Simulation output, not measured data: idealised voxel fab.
The name of this process module is voxel wiring stack.
Cross-section cut: width 160 nm, square cells of 5 nm.
Think of the cross-section as a grid of square cells. We describe it in bands, top to bottom, and each band covers one or more rows of those cells.
In this notation a band is specified by the heights of its top and bottom, in that order and in nm, after which its materials appear from left to right, each paired with its width in nm. The word "everywhere" attached to a single material means that material fills the band from edge to edge; the word "blank" stands for empty space.
Measure heights from 0. That's the level where, below it, the as-received wafer is all one material. The lowest band is bottomless and extends downward; write it as in "0 and below".
A two-number width, for instance "30 to 40", indicates that the width is equal to the first number in the top row of the band and to the second number in the bottom row, and that it changes by a constant amount per row of cells.
"no change", as given for a step, is the statement that not any cell of the cross-section underwent a change during that step.
Basically, "Cavities, sealed" tells you about the enclosed voids: empty spaces with no open way to the top, 8 cells or bigger, each written width x height at distance, where distance is from the left edge, all in nm.
Anything after a step's settings on that line? It's the simulator's own note about the step.
overlay nm: how far to the right of its planned place the mask lay on this masked step (negative: to the left).
**So here's the lineup of process steps we planned**
1,RECEIVE (material Si)
2,CONFORMAL_DEP (material SiO2; thk nm 15)
3,CONFORMAL_DEP (material SiCN; thk nm 5)
4,DIRECTIONAL_DEP (material SiO2; thk nm 15)
5,PATTERN (tone open; mask id METAL_1; material resist; width nm 20; pitch nm 35; thk nm 15; overlay nm 0)
6,DIRECTIONAL_ETCH (etch materials SiO2; depth nm 15)
7,DIRECTIONAL_ETCH (etch materials SiCN; depth nm 5)
8,STRIP (etch materials resist)
9,CONFORMAL_DEP (material TiN; thk nm 5)
10,FILL_DEP (material Ru; thk nm 5)
11,CMP (height nm 35)
12,EPI (material Ru; thk nm 5)
13,FILL_DEP (material SiCN; thk nm 5)
14,DIRECTIONAL_DEP (material lowk; thk nm 30)
15,DIRECTIONAL_DEP (material aC; thk nm 15)
16,PATTERN (tone open; mask id METAL_2_HOLES; material resist; width nm 15; pitch nm 35; thk nm 30; overlay nm 0)
17,DIRECTIONAL_ETCH (etch materials aC; depth nm 15)
18,STRIP (etch materials resist)
19,DIRECTIONAL_ETCH (etch materials lowk; depth nm 30)
20,STRIP (etch materials aC)
21,MASKED_ETCH (tone open; mask id METAL_2; width nm 20; pitch nm 35; etch materials lowk; depth nm 20; overlay nm 0)
22,MASKED_ETCH (tone open; mask id METAL_2; width nm 20; pitch nm 35; etch materials SiCN; depth nm 5; overlay nm 0)
23,CONFORMAL_DEP (material TiN; thk nm 5)
24,FILL_DEP (material Cu; thk nm 10)
25,CMP (height nm 75)
26,CONFORMAL_DEP (material SiN; thk nm 5)
**The first of two wafers, run as planned**
**Delivered wafer in cross-section: state after step 1**
    0 and below  Si everywhere
    Cavities, sealed: none
**Sectional view: wafer, after step 2**
    15 down to 0  SiO2 everywhere
    Nothing below the height 0 has changed.
**Sectional view: wafer, after step 3**
    20 down to 15  SiCN everywhere
    Nothing below the height 15 has changed.
**Sectional view: wafer, after step 4**
    35 down to 20  SiO2 everywhere
    Nothing below the height 20 has changed.
**Sectional view: wafer, after step 5**
    50 down to 35  50 resist / 20 blank / 15 resist / 20 blank / 55 resist
    Nothing below the height 35 has changed.
**Sectional view: wafer, after step 6**
    50 down to 35  50 resist / 20 blank / 15 resist / 20 blank / 55 resist
    35 down to 20  50 SiO2 / 20 blank / 15 SiO2 / 20 blank / 55 SiO2
    Nothing below the height 20 has changed.
**Sectional view: wafer, after step 7**
    50 down to 35  50 resist / 20 blank / 15 resist / 20 blank / 55 resist
    35 down to 20  50 SiO2 / 20 blank / 15 SiO2 / 20 blank / 55 SiO2
    20 down to 15  50 SiCN / 20 blank / 15 SiCN / 20 blank / 55 SiCN
    Nothing below the height 15 has changed.
**Sectional view: wafer, after step 8**
    35 down to 20  50 SiO2 / 20 blank / 15 SiO2 / 20 blank / 55 SiO2
    Nothing below the height 20 has changed.
**Sectional view: wafer, after step 9**
    40 down to 35  55 TiN / 10 blank / 25 TiN / 10 blank / 60 TiN
    35 down to 20  50 SiO2 / 5 TiN / 10 blank / 5 TiN / 15 SiO2 / 5 TiN / 10 blank / 5 TiN / 55 SiO2
    20 down to 15  50 SiCN / 20 TiN / 15 SiCN / 20 TiN / 55 SiCN
    Nothing below the height 15 has changed.
**Sectional view: wafer, after step 10**
    45 down to 40  Ru everywhere
    40 down to 35  55 TiN / 10 Ru / 25 TiN / 10 Ru / 60 TiN
    35 down to 20  50 SiO2 / 5 TiN / 10 Ru / 5 TiN / 15 SiO2 / 5 TiN / 10 Ru / 5 TiN / 55 SiO2
    Nothing below the height 20 has changed.
**Sectional view: wafer, after step 11**
    35 down to 20  50 SiO2 / 5 TiN / 10 Ru / 5 TiN / 15 SiO2 / 5 TiN / 10 Ru / 5 TiN / 55 SiO2
    Nothing below the height 20 has changed.
**Sectional view: wafer, after step 12**
    40 down to 35  45 blank / 30 Ru / 5 blank / 30 Ru / 50 blank
    Nothing below the height 35 has changed.
**Sectional view: wafer, after step 13**
    45 down to 40  SiCN everywhere
    40 down to 35  45 SiCN / 30 Ru / 5 SiCN / 30 Ru / 50 SiCN
    Nothing below the height 35 has changed.
**Sectional view: wafer, after step 14**
    75 down to 45  lowk everywhere
    Nothing below the height 45 has changed.
**Sectional view: wafer, after step 15**
    90 down to 75  aC everywhere
    Nothing below the height 75 has changed.
**Sectional view: wafer, after step 16**
    120 down to 90  50 resist / 15 blank / 20 resist / 15 blank / 60 resist
    Nothing below the height 90 has changed.
**Sectional view: wafer, after step 17**
    105 down to 90  50 resist / 15 blank / 20 resist / 15 blank / 60 resist
    90 down to 75  50 aC / 15 blank / 20 aC / 15 blank / 60 aC
    Nothing below the height 75 has changed.
**Sectional view: wafer, after step 18**
    90 down to 75  50 aC / 15 blank / 20 aC / 15 blank / 60 aC
    Nothing below the height 75 has changed.
**Sectional view: wafer, after step 19**
    90 down to 75  50 aC / 15 blank / 20 aC / 15 blank / 60 aC
    75 down to 45  50 lowk / 15 blank / 20 lowk / 15 blank / 60 lowk
    Nothing below the height 45 has changed.
**Sectional view: wafer, after step 20**
    75 down to 45  50 lowk / 15 blank / 20 lowk / 15 blank / 60 lowk
    Nothing below the height 45 has changed.
**Sectional view: wafer, after step 21**
    75 down to 55  50 lowk / 20 blank / 15 lowk / 20 blank / 55 lowk
    Nothing below the height 55 has changed.
**Sectional view: wafer, after step 22**
    75 down to 55  50 lowk / 20 blank / 15 lowk / 20 blank / 55 lowk
    55 down to 45  50 lowk / 15 blank / 20 lowk / 15 blank / 60 lowk
    45 down to 40  50 SiCN / 15 blank / 20 SiCN / 15 blank / 60 SiCN
    Nothing below the height 40 has changed.
**Sectional view: wafer, after step 23**
    80 down to 75  55 TiN / 10 blank / 25 TiN / 10 blank / 60 TiN
    75 down to 60  50 lowk / 5 TiN / 10 blank / 5 TiN / 15 lowk / 5 TiN / 10 blank / 5 TiN / 55 lowk
    60 down to 55  50 lowk / 5 TiN / 5 blank / 10 TiN / 15 lowk / 5 TiN / 5 blank / 10 TiN / 55 lowk
    55 down to 45  50 lowk / 5 TiN / 5 blank / 5 TiN / 20 lowk / 5 TiN / 5 blank / 5 TiN / 60 lowk
    45 down to 40  50 SiCN / 15 TiN / 20 SiCN / 15 TiN / 60 SiCN
    Nothing below the height 40 has changed.
**Sectional view: wafer, after step 24**
    90 down to 80  Cu everywhere
    80 down to 75  55 TiN / 10 Cu / 25 TiN / 10 Cu / 60 TiN
    75 down to 60  50 lowk / 5 TiN / 10 Cu / 5 TiN / 15 lowk / 5 TiN / 10 Cu / 5 TiN / 55 lowk
    60 down to 55  50 lowk / 5 TiN / 5 Cu / 10 TiN / 15 lowk / 5 TiN / 5 Cu / 10 TiN / 55 lowk
    55 down to 45  50 lowk / 5 TiN / 5 Cu / 5 TiN / 20 lowk / 5 TiN / 5 Cu / 5 TiN / 60 lowk
    Nothing below the height 45 has changed.
**Sectional view: wafer, after step 25**
    75 down to 60  50 lowk / 5 TiN / 10 Cu / 5 TiN / 15 lowk / 5 TiN / 10 Cu / 5 TiN / 55 lowk
    Nothing below the height 60 has changed.
**Sectional view: wafer, after step 26**
    80 down to 75  SiN everywhere
    Nothing below the height 75 has changed.
**Second wafer. Start and plan as for the first. One mistake made in running. Agrees with the first up to and including step 4**
**Here is the second wafer in cross-section at the point where step 5 of the plan should have been done**
    50 down to 35  55 resist / 15 blank / 20 resist / 15 blank / 55 resist
    Nothing below the height 35 has changed.
**Here is the second wafer in cross-section at the point where step 6 of the plan should have been done**
    50 down to 35  55 resist / 15 blank / 20 resist / 15 blank / 55 resist
    35 down to 20  55 SiO2 / 15 blank / 20 SiO2 / 15 blank / 55 SiO2
    Nothing below the height 20 has changed.
**Here is the second wafer in cross-section at the point where step 7 of the plan should have been done**
    50 down to 35  55 resist / 15 blank / 20 resist / 15 blank / 55 resist
    35 down to 20  55 SiO2 / 15 blank / 20 SiO2 / 15 blank / 55 SiO2
    20 down to 15  55 SiCN / 15 blank / 20 SiCN / 15 blank / 55 SiCN
    Nothing below the height 15 has changed.
**Here is the second wafer in cross-section at the point where step 8 of the plan should have been done**
    35 down to 20  55 SiO2 / 15 blank / 20 SiO2 / 15 blank / 55 SiO2
    Nothing below the height 20 has changed.
**Here is the second wafer in cross-section at the point where step 9 of the plan should have been done**
    40 down to 35  60 TiN / 5 blank / 30 TiN / 5 blank / 60 TiN
    35 down to 20  55 SiO2 / 5 TiN / 5 blank / 5 TiN / 20 SiO2 / 5 TiN / 5 blank / 5 TiN / 55 SiO2
    20 down to 15  55 SiCN / 15 TiN / 20 SiCN / 15 TiN / 55 SiCN
    Nothing below the height 15 has changed.
**Here is the second wafer in cross-section at the point where step 10 of the plan should have been done**
    45 down to 40  Ru everywhere
    40 down to 35  60 TiN / 5 Ru / 30 TiN / 5 Ru / 60 TiN
    35 down to 20  55 SiO2 / 5 TiN / 5 Ru / 5 TiN / 20 SiO2 / 5 TiN / 5 Ru / 5 TiN / 55 SiO2
    Nothing below the height 20 has changed.
**Here is the second wafer in cross-section at the point where step 11 of the plan should have been done**
    35 down to 20  55 SiO2 / 5 TiN / 5 Ru / 5 TiN / 20 SiO2 / 5 TiN / 5 Ru / 5 TiN / 55 SiO2
    Nothing below the height 20 has changed.
**Here is the second wafer in cross-section at the point where step 12 of the plan should have been done**
    40 down to 35  50 blank / 25 Ru / 10 blank / 25 Ru / 50 blank
    Nothing below the height 35 has changed.
**Here is the second wafer in cross-section at the point where step 13 of the plan should have been done**
    45 down to 40  SiCN everywhere
    40 down to 35  50 SiCN / 25 Ru / 10 SiCN / 25 Ru / 50 SiCN
    Nothing below the height 35 has changed.
**Here is the second wafer in cross-section at the point where step 14 of the plan should have been done**
    75 down to 45  lowk everywhere
    Nothing below the height 45 has changed.
**Here is the second wafer in cross-section at the point where step 15 of the plan should have been done**
    90 down to 75  aC everywhere
    Nothing below the height 75 has changed.
**Here is the second wafer in cross-section at the point where step 16 of the plan should have been done**
    120 down to 90  50 resist / 15 blank / 20 resist / 15 blank / 60 resist
    Nothing below the height 90 has changed.
**Here is the second wafer in cross-section at the point where step 17 of the plan should have been done**
    105 down to 90  50 resist / 15 blank / 20 resist / 15 blank / 60 resist
    90 down to 75  50 aC / 15 blank / 20 aC / 15 blank / 60 aC
    Nothing below the height 75 has changed.
**Here is the second wafer in cross-section at the point where step 18 of the plan should have been done**
    90 down to 75  50 aC / 15 blank / 20 aC / 15 blank / 60 aC
    Nothing below the height 75 has changed.
**Here is the second wafer in cross-section at the point where step 19 of the plan should have been done**
    90 down to 75  50 aC / 15 blank / 20 aC / 15 blank / 60 aC
    75 down to 45  50 lowk / 15 blank / 20 lowk / 15 blank / 60 lowk
    Nothing below the height 45 has changed.
**Here is the second wafer in cross-section at the point where step 20 of the plan should have been done**
    75 down to 45  50 lowk / 15 blank / 20 lowk / 15 blank / 60 lowk
    Nothing below the height 45 has changed.
**Here is the second wafer in cross-section at the point where step 21 of the plan should have been done**
    75 down to 55  50 lowk / 20 blank / 15 lowk / 20 blank / 55 lowk
    Nothing below the height 55 has changed.
**Here is the second wafer in cross-section at the point where step 22 of the plan should have been done**
    75 down to 55  50 lowk / 20 blank / 15 lowk / 20 blank / 55 lowk
    55 down to 45  50 lowk / 15 blank / 20 lowk / 15 blank / 60 lowk
    45 down to 40  50 SiCN / 15 blank / 20 SiCN / 15 blank / 60 SiCN
    Nothing below the height 40 has changed.
**Here is the second wafer in cross-section at the point where step 23 of the plan should have been done**
    80 down to 75  55 TiN / 10 blank / 25 TiN / 10 blank / 60 TiN
    75 down to 60  50 lowk / 5 TiN / 10 blank / 5 TiN / 15 lowk / 5 TiN / 10 blank / 5 TiN / 55 lowk
    60 down to 55  50 lowk / 5 TiN / 5 blank / 10 TiN / 15 lowk / 5 TiN / 5 blank / 10 TiN / 55 lowk
    55 down to 45  50 lowk / 5 TiN / 5 blank / 5 TiN / 20 lowk / 5 TiN / 5 blank / 5 TiN / 60 lowk
    45 down to 40  50 SiCN / 15 TiN / 20 SiCN / 15 TiN / 60 SiCN
    Nothing below the height 40 has changed.
**Here is the second wafer in cross-section at the point where step 24 of the plan should have been done**
    90 down to 80  Cu everywhere
    80 down to 75  55 TiN / 10 Cu / 25 TiN / 10 Cu / 60 TiN
    75 down to 60  50 lowk / 5 TiN / 10 Cu / 5 TiN / 15 lowk / 5 TiN / 10 Cu / 5 TiN / 55 lowk
    60 down to 55  50 lowk / 5 TiN / 5 Cu / 10 TiN / 15 lowk / 5 TiN / 5 Cu / 10 TiN / 55 lowk
    55 down to 45  50 lowk / 5 TiN / 5 Cu / 5 TiN / 20 lowk / 5 TiN / 5 Cu / 5 TiN / 60 lowk
    Nothing below the height 45 has changed.
**Here is the second wafer in cross-section at the point where step 25 of the plan should have been done**
    75 down to 60  50 lowk / 5 TiN / 10 Cu / 5 TiN / 15 lowk / 5 TiN / 10 Cu / 5 TiN / 55 lowk
    Nothing below the height 60 has changed.
**Here is the second wafer in cross-section at the point where step 26 of the plan should have been done**
    80 down to 75  SiN everywhere
    Nothing below the height 75 has changed.
Misprocessing identified: the process deviated at step 5: the operation and settings actually run there were PATTERN (tone open; mask id METAL_1; material resist; width nm 15; pitch nm 35; thk nm 15; overlay nm 0)
Bottom line after processing is that, in cells, the second wafer is up or down on some materials versus the first: 8 fewer of Ru, 4 more of SiCN, 6 more of SiO2, 2 fewer of TiN
